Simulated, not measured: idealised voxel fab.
This section sets out a process module, namely voxel gate over fins.
cross-section cut | 295 nm wide | cells 5 nm
How to read a cross-section here: the picture is a grid of square cells, written as bands going from the top down, and any band can span one or more rows of cells.
Look at the band entry: it leads with the top's height and the bottom's height in nm. Then it lists the materials left to right, with a width in nm for each. The word "edge to edge" on a single material says that material fills the band edge to edge. The word "blank" is empty space.
Beneath 0, the wafer as received is one material, and that level is where height counting begins. The lowest band goes on downward without a bottom; it is written like "from 0 down".
A width given as "30->40" starts at the first number in the band's top row and ends at the second number in its bottom row, shifting by an equal amount at every step from row to row.
"remained unchanged" after a step means that no cell of the cross-section changed.
Enclosed void list: empty space of 8 cells or more with no open way to the top, each as width x height at its distance from the left edge, in nm
Formally, on a step line, whatever follows the settings is a remark that the simulator itself makes on the step.
overlay nm: where the mask lay relative to plan, measured to the right, on steps with a mask; negatives go left.
# These are the steps we planned for the process
- 1: RECEIVE,material Si
- 2: CONFORMAL_DEP,material SiN,thk nm 10
- 3: MASKED_ETCH,tone cover,mask id FINS,width nm 15,pitch nm 55,etch materials SiN,depth nm 10,overlay nm 0
- 4: MASKED_ETCH,tone cover,mask id FINS,width nm 15,pitch nm 55,etch materials Si,depth nm 30,overlay nm 0
- 5: OXIDIZE,depth nm 5
- 6: FILL_DEP,material SiO2,thk nm 5
- 7: CMP,height nm 10
- 8: MASKED_ETCH,tone open,mask id RAIL,width nm 15,etch materials SiO2,depth nm 35,overlay nm 0
- 9: CONFORMAL_DEP,material TiN,thk nm 5
- 10: FILL_DEP,material W,thk nm 10
- 11: CMP,height nm 10
- 12: SELECTIVE_ETCH,etch materials W Ru TiN,depth nm 30
- 13: FILL_DEP,material SiO2,thk nm 5
- 14: CMP,height nm 10
- 15: SELECTIVE_ETCH,etch materials SiO2,depth nm 25
- 16: STRIP,etch materials SiN
- 17: CONFORMAL_DEP,material HfO2,thk nm 5
- 18: CONFORMAL_DEP,material TiN,thk nm 5
- 19: FILL_DEP,material W,thk nm 10
- 20: CMP,height nm 15
- 21: CONFORMAL_DEP,material SiN,thk nm 5
# Wafer, first of two, run as planned
# Cross-section of the wafer upon arrival, representing the state reached after step 1
	from 0 down = Si edge to edge
	Enclosed void list: none
# You're looking at a cross-section of the wafer after step 2
	from 10 to 0 = SiN edge to edge
	Anything lower than 0 is untouched.
# You're looking at a cross-section of the wafer after step 3
	from 10 to 0 = 110 nm blank | 15 nm SiN | 40 nm blank | 15 nm SiN | 115 nm blank
	Anything lower than 0 is untouched.
# You're looking at a cross-section of the wafer after step 4
	from 10 to 0 = 110 nm blank | 15 nm SiN | 40 nm blank | 15 nm SiN | 115 nm blank
	from 0 to -30 = 110 nm blank | 15 nm Si | 40 nm blank | 15 nm Si | 115 nm blank
	Anything lower than -30 is untouched.
# You're looking at a cross-section of the wafer after step 5
	from 10 to 0 = 110 nm blank | 15 nm SiN | 40 nm blank | 15 nm SiN | 115 nm blank
	from 0 to -30 = 110 nm blank | 5 nm SiO2 | 5 nm Si | 5 nm SiO2 | 40 nm blank | 5 nm SiO2 | 5 nm Si | 5 nm SiO2 | 115 nm blank
	from -30 to -35 = 115 nm SiO2 | 5 nm Si | 50 nm SiO2 | 5 nm Si | 120 nm SiO2
	Anything lower than -35 is untouched.
# You're looking at a cross-section of the wafer after step 6
	from 15 to 10 = SiO2 edge to edge
	from 10 to 0 = 110 nm SiO2 | 15 nm SiN | 40 nm SiO2 | 15 nm SiN | 115 nm SiO2
	from 0 to -35 = 115 nm SiO2 | 5 nm Si | 50 nm SiO2 | 5 nm Si | 120 nm SiO2
	Anything lower than -35 is untouched.
# You're looking at a cross-section of the wafer after step 7
	from 10 to 0 = 110 nm SiO2 | 15 nm SiN | 40 nm SiO2 | 15 nm SiN | 115 nm SiO2
	Anything lower than 0 is untouched.
# You're looking at a cross-section of the wafer after step 8
	from 10 to 0 = 110 nm SiO2 | 15 nm SiN | 10 nm SiO2 | 15 nm blank | 15 nm SiO2 | 15 nm SiN | 115 nm SiO2
	from 0 to -25 = 115 nm SiO2 | 5 nm Si | 15 nm SiO2 | 15 nm blank | 20 nm SiO2 | 5 nm Si | 120 nm SiO2
	Anything lower than -25 is untouched.
# You're looking at a cross-section of the wafer after step 9
	from 15 to 10 = 140 nm TiN | 5 nm blank | 150 nm TiN
	from 10 to 0 = 110 nm SiO2 | 15 nm SiN | 10 nm SiO2 | 5 nm TiN | 5 nm blank | 5 nm TiN | 15 nm SiO2 | 15 nm SiN | 115 nm SiO2
	from 0 to -20 = 115 nm SiO2 | 5 nm Si | 15 nm SiO2 | 5 nm TiN | 5 nm blank | 5 nm TiN | 20 nm SiO2 | 5 nm Si | 120 nm SiO2
	from -20 to -25 = 115 nm SiO2 | 5 nm Si | 15 nm SiO2 | 15 nm TiN | 20 nm SiO2 | 5 nm Si | 120 nm SiO2
	Anything lower than -25 is untouched.
# You're looking at a cross-section of the wafer after step 10
	from 25 to 15 = W edge to edge
	from 15 to 10 = 140 nm TiN | 5 nm W | 150 nm TiN
	from 10 to 0 = 110 nm SiO2 | 15 nm SiN | 10 nm SiO2 | 5 nm TiN | 5 nm W | 5 nm TiN | 15 nm SiO2 | 15 nm SiN | 115 nm SiO2
	from 0 to -20 = 115 nm SiO2 | 5 nm Si | 15 nm SiO2 | 5 nm TiN | 5 nm W | 5 nm TiN | 20 nm SiO2 | 5 nm Si | 120 nm SiO2
	Anything lower than -20 is untouched.
# You're looking at a cross-section of the wafer after step 11
	from 10 to 0 = 110 nm SiO2 | 15 nm SiN | 10 nm SiO2 | 5 nm TiN | 5 nm W | 5 nm TiN | 15 nm SiO2 | 15 nm SiN | 115 nm SiO2
	Anything lower than 0 is untouched.
# You're looking at a cross-section of the wafer after step 12
	from 10 to 0 = 110 nm SiO2 | 15 nm SiN | 10 nm SiO2 | 15 nm blank | 15 nm SiO2 | 15 nm SiN | 115 nm SiO2
	from 0 to -20 = 115 nm SiO2 | 5 nm Si | 15 nm SiO2 | 15 nm blank | 20 nm SiO2 | 5 nm Si | 120 nm SiO2
	Anything lower than -20 is untouched.
# You're looking at a cross-section of the wafer after step 13
	from 15 to 10 = SiO2 edge to edge
	from 10 to 0 = 110 nm SiO2 | 15 nm SiN | 40 nm SiO2 | 15 nm SiN | 115 nm SiO2
	from 0 to -20 = 115 nm SiO2 | 5 nm Si | 50 nm SiO2 | 5 nm Si | 120 nm SiO2
	Anything lower than -20 is untouched.
# You're looking at a cross-section of the wafer after step 14
	from 10 to 0 = 110 nm SiO2 | 15 nm SiN | 40 nm SiO2 | 15 nm SiN | 115 nm SiO2
	Anything lower than 0 is untouched.
# You're looking at a cross-section of the wafer after step 15
	from 10 to 0 = 110 nm blank | 15 nm SiN | 40 nm blank | 15 nm SiN | 115 nm blank
	from 0 to -15 = 115 nm blank | 5 nm Si | 50 nm blank | 5 nm Si | 120 nm blank
	Anything lower than -15 is untouched.
# You're looking at a cross-section of the wafer after step 16
	from 0 to -15 = 115 nm blank | 5 nm Si | 50 nm blank | 5 nm Si | 120 nm blank
	Anything lower than -15 is untouched.
# You're looking at a cross-section of the wafer after step 17
	from 5 to 0 = 110 nm blank | 15 nm HfO2 | 40 nm blank | 15 nm HfO2 | 115 nm blank
	from 0 to -10 = 110 nm blank | 5 nm HfO2 | 5 nm Si | 5 nm HfO2 | 40 nm blank | 5 nm HfO2 | 5 nm Si | 5 nm HfO2 | 115 nm blank
	from -10 to -15 = 115 nm HfO2 | 5 nm Si | 50 nm HfO2 | 5 nm Si | 120 nm HfO2
	Anything lower than -15 is untouched.
# You're looking at a cross-section of the wafer after step 18
	from 10 to 5 = 105 nm blank | 25 nm TiN | 30 nm blank | 25 nm TiN | 110 nm blank
	from 5 to 0 = 105 nm blank | 5 nm TiN | 15 nm HfO2 | 5 nm TiN | 30 nm blank | 5 nm TiN | 15 nm HfO2 | 5 nm TiN | 110 nm blank
	from 0 to -5 = 105 nm blank | 5 nm TiN | 5 nm HfO2 | 5 nm Si | 5 nm HfO2 | 5 nm TiN | 30 nm blank | 5 nm TiN | 5 nm HfO2 | 5 nm Si | 5 nm HfO2 | 5 nm TiN | 110 nm blank
	from -5 to -10 = 110 nm TiN | 5 nm HfO2 | 5 nm Si | 5 nm HfO2 | 40 nm TiN | 5 nm HfO2 | 5 nm Si | 5 nm HfO2 | 115 nm TiN
	Anything lower than -10 is untouched.
# You're looking at a cross-section of the wafer after step 19
	from 20 to 10 = W edge to edge
	from 10 to 5 = 105 nm W | 25 nm TiN | 30 nm W | 25 nm TiN | 110 nm W
	from 5 to 0 = 105 nm W | 5 nm TiN | 15 nm HfO2 | 5 nm TiN | 30 nm W | 5 nm TiN | 15 nm HfO2 | 5 nm TiN | 110 nm W
	from 0 to -5 = 105 nm W | 5 nm TiN | 5 nm HfO2 | 5 nm Si | 5 nm HfO2 | 5 nm TiN | 30 nm W | 5 nm TiN | 5 nm HfO2 | 5 nm Si | 5 nm HfO2 | 5 nm TiN | 110 nm W
	Anything lower than -5 is untouched.
# You're looking at a cross-section of the wafer after step 20
	from 15 to 10 = W edge to edge
	Anything lower than 10 is untouched.
# You're looking at a cross-section of the wafer after step 21
	from 20 to 15 = SiN edge to edge
	Anything lower than 15 is untouched.
# Wafer two. Identical start, identical plan. One mistake in execution. Identical history through step 2
# Second wafer shown in cross-section at the time step 3 was slated to end
	from 10 to 0 = 120 nm blank | 15 nm SiN | 40 nm blank | 15 nm SiN | 105 nm blank
	Anything lower than 0 is untouched.
# Second wafer shown in cross-section at the time step 4 was slated to end
	from 10 to 0 = 120 nm blank | 15 nm SiN | 40 nm blank | 15 nm SiN | 105 nm blank
	from 0 to -30 = 110 nm blank | 25 nm Si | 30 nm blank | 25 nm Si | 105 nm blank
	Anything lower than -30 is untouched.
# Second wafer shown in cross-section at the time step 5 was slated to end
	from 10 to 0 = 120 nm blank | 15 nm SiN | 40 nm blank | 15 nm SiN | 105 nm blank
	from 0 to -5 = 110 nm blank | 15 nm SiO2 | 5 nm Si | 5 nm SiO2 | 30 nm blank | 15 nm SiO2 | 5 nm Si | 5 nm SiO2 | 105 nm blank
	from -5 to -30 = 110 nm blank | 5 nm SiO2 | 15 nm Si | 5 nm SiO2 | 30 nm blank | 5 nm SiO2 | 15 nm Si | 5 nm SiO2 | 105 nm blank
	from -30 to -35 = 115 nm SiO2 | 15 nm Si | 40 nm SiO2 | 15 nm Si | 110 nm SiO2
	Anything lower than -35 is untouched.
# Second wafer shown in cross-section at the time step 6 was slated to end
	from 15 to 10 = SiO2 edge to edge
	from 10 to 0 = 120 nm SiO2 | 15 nm SiN | 40 nm SiO2 | 15 nm SiN | 105 nm SiO2
	from 0 to -5 = 125 nm SiO2 | 5 nm Si | 50 nm SiO2 | 5 nm Si | 110 nm SiO2
	from -5 to -35 = 115 nm SiO2 | 15 nm Si | 40 nm SiO2 | 15 nm Si | 110 nm SiO2
	Anything lower than -35 is untouched.
# Second wafer shown in cross-section at the time step 7 was slated to end
	from 10 to 0 = 120 nm SiO2 | 15 nm SiN | 40 nm SiO2 | 15 nm SiN | 105 nm SiO2
	Anything lower than 0 is untouched.
# Second wafer shown in cross-section at the time step 8 was slated to end
	from 10 to 0 = 120 nm SiO2 | 15 nm SiN | 15 nm blank | 25 nm SiO2 | 15 nm SiN | 105 nm SiO2
	from 0 to -5 = 125 nm SiO2 | 5 nm Si | 5 nm SiO2 | 15 nm blank | 30 nm SiO2 | 5 nm Si | 110 nm SiO2
	from -5 to -25 = 115 nm SiO2 | 15 nm Si | 5 nm SiO2 | 15 nm blank | 20 nm SiO2 | 15 nm Si | 110 nm SiO2
	Anything lower than -25 is untouched.
# Second wafer shown in cross-section at the time step 9 was slated to end
	from 15 to 10 = 140 nm TiN | 5 nm blank | 150 nm TiN
	from 10 to 0 = 120 nm SiO2 | 15 nm SiN | 5 nm TiN | 5 nm blank | 5 nm TiN | 25 nm SiO2 | 15 nm SiN | 105 nm SiO2
	from 0 to -5 = 125 nm SiO2 | 5 nm Si | 5 nm SiO2 | 5 nm TiN | 5 nm blank | 5 nm TiN | 30 nm SiO2 | 5 nm Si | 110 nm SiO2
	from -5 to -20 = 115 nm SiO2 | 15 nm Si | 5 nm SiO2 | 5 nm TiN | 5 nm blank | 5 nm TiN | 20 nm SiO2 | 15 nm Si | 110 nm SiO2
	from -20 to -25 = 115 nm SiO2 | 15 nm Si | 5 nm SiO2 | 15 nm TiN | 20 nm SiO2 | 15 nm Si | 110 nm SiO2
	Anything lower than -25 is untouched.
# Second wafer shown in cross-section at the time step 10 was slated to end
	from 25 to 15 = W edge to edge
	from 15 to 10 = 140 nm TiN | 5 nm W | 150 nm TiN
	from 10 to 0 = 120 nm SiO2 | 15 nm SiN | 5 nm TiN | 5 nm W | 5 nm TiN | 25 nm SiO2 | 15 nm SiN | 105 nm SiO2
	from 0 to -5 = 125 nm SiO2 | 5 nm Si | 5 nm SiO2 | 5 nm TiN | 5 nm W | 5 nm TiN | 30 nm SiO2 | 5 nm Si | 110 nm SiO2
	from -5 to -20 = 115 nm SiO2 | 15 nm Si | 5 nm SiO2 | 5 nm TiN | 5 nm W | 5 nm TiN | 20 nm SiO2 | 15 nm Si | 110 nm SiO2
	Anything lower than -20 is untouched.
# Second wafer shown in cross-section at the time step 11 was slated to end
	from 10 to 0 = 120 nm SiO2 | 15 nm SiN | 5 nm TiN | 5 nm W | 5 nm TiN | 25 nm SiO2 | 15 nm SiN | 105 nm SiO2
	Anything lower than 0 is untouched.
# Second wafer shown in cross-section at the time step 12 was slated to end
	from 10 to 0 = 120 nm SiO2 | 15 nm SiN | 15 nm blank | 25 nm SiO2 | 15 nm SiN | 105 nm SiO2
	from 0 to -5 = 125 nm SiO2 | 5 nm Si | 5 nm SiO2 | 15 nm blank | 30 nm SiO2 | 5 nm Si | 110 nm SiO2
	from -5 to -20 = 115 nm SiO2 | 15 nm Si | 5 nm SiO2 | 15 nm blank | 20 nm SiO2 | 15 nm Si | 110 nm SiO2
	Anything lower than -20 is untouched.
# Second wafer shown in cross-section at the time step 13 was slated to end
	from 15 to 10 = SiO2 edge to edge
	from 10 to 0 = 120 nm SiO2 | 15 nm SiN | 40 nm SiO2 | 15 nm SiN | 105 nm SiO2
	from 0 to -5 = 125 nm SiO2 | 5 nm Si | 50 nm SiO2 | 5 nm Si | 110 nm SiO2
	from -5 to -20 = 115 nm SiO2 | 15 nm Si | 40 nm SiO2 | 15 nm Si | 110 nm SiO2
	Anything lower than -20 is untouched.
# Second wafer shown in cross-section at the time step 14 was slated to end
	from 10 to 0 = 120 nm SiO2 | 15 nm SiN | 40 nm SiO2 | 15 nm SiN | 105 nm SiO2
	Anything lower than 0 is untouched.
# Second wafer shown in cross-section at the time step 15 was slated to end
	from 10 to 0 = 120 nm blank | 15 nm SiN | 40 nm blank | 15 nm SiN | 105 nm blank
	from 0 to -5 = 125 nm blank | 5 nm Si | 50 nm blank | 5 nm Si | 110 nm blank
	from -5 to -15 = 115 nm blank | 15 nm Si | 40 nm blank | 15 nm Si | 110 nm blank
	Anything lower than -15 is untouched.
# Second wafer shown in cross-section at the time step 16 was slated to end
	from 0 to -5 = 125 nm blank | 5 nm Si | 50 nm blank | 5 nm Si | 110 nm blank
	Anything lower than -5 is untouched.
# Second wafer shown in cross-section at the time step 17 was slated to end
	from 5 to 0 = 120 nm blank | 15 nm HfO2 | 40 nm blank | 15 nm HfO2 | 105 nm blank
	from 0 to -10 = 110 nm blank | 15->5 nm HfO2 | 5->15 nm Si | 5 nm HfO2 | 30 nm blank | 15->5 nm HfO2 | 5->15 nm Si | 5 nm HfO2 | 105 nm blank
	from -10 to -15 = 115 nm HfO2 | 15 nm Si | 40 nm HfO2 | 15 nm Si | 110 nm HfO2
	Anything lower than -15 is untouched.
# Second wafer shown in cross-section at the time step 18 was slated to end
	from 10 to 5 = 115 nm blank | 25 nm TiN | 30 nm blank | 25 nm TiN | 100 nm blank
	from 5 to 0 = 105 nm blank | 15 nm TiN | 15 nm HfO2 | 5 nm TiN | 20 nm blank | 15 nm TiN | 15 nm HfO2 | 5 nm TiN | 100 nm blank
	from 0 to -5 = 105 nm blank | 5 nm TiN | 15 nm HfO2 | 5 nm Si | 5 nm HfO2 | 5 nm TiN | 20 nm blank | 5 nm TiN | 15 nm HfO2 | 5 nm Si | 5 nm HfO2 | 5 nm TiN | 100 nm blank
	from -5 to -10 = 110 nm TiN | 5 nm HfO2 | 15 nm Si | 5 nm HfO2 | 30 nm TiN | 5 nm HfO2 | 15 nm Si | 5 nm HfO2 | 105 nm TiN
	Anything lower than -10 is untouched.
# Second wafer shown in cross-section at the time step 19 was slated to end
	from 20 to 10 = W edge to edge
	from 10 to 5 = 115 nm W | 25 nm TiN | 30 nm W | 25 nm TiN | 100 nm W
	from 5 to 0 = 105 nm W | 15 nm TiN | 15 nm HfO2 | 5 nm TiN | 20 nm W | 15 nm TiN | 15 nm HfO2 | 5 nm TiN | 100 nm W
	from 0 to -5 = 105 nm W | 5 nm TiN | 15 nm HfO2 | 5 nm Si | 5 nm HfO2 | 5 nm TiN | 20 nm W | 5 nm TiN | 15 nm HfO2 | 5 nm Si | 5 nm HfO2 | 5 nm TiN | 100 nm W
	Anything lower than -5 is untouched.
# Second wafer shown in cross-section at the time step 20 was slated to end
	from 15 to 10 = W edge to edge
	Anything lower than 10 is untouched.
# Second wafer shown in cross-section at the time step 21 was slated to end
	from 20 to 15 = SiN edge to edge
	Anything lower than 15 is untouched.
Want to know what went wrong? step 3 off recipe, ran as MASKED_ETCH,tone cover,mask id FINS,width nm 15,pitch nm 55,etch materials SiN,depth nm 10,overlay nm 10
Final cells, second wafer relative to first, materials higher or lower: Si +24 | SiO2 -16 | W -8
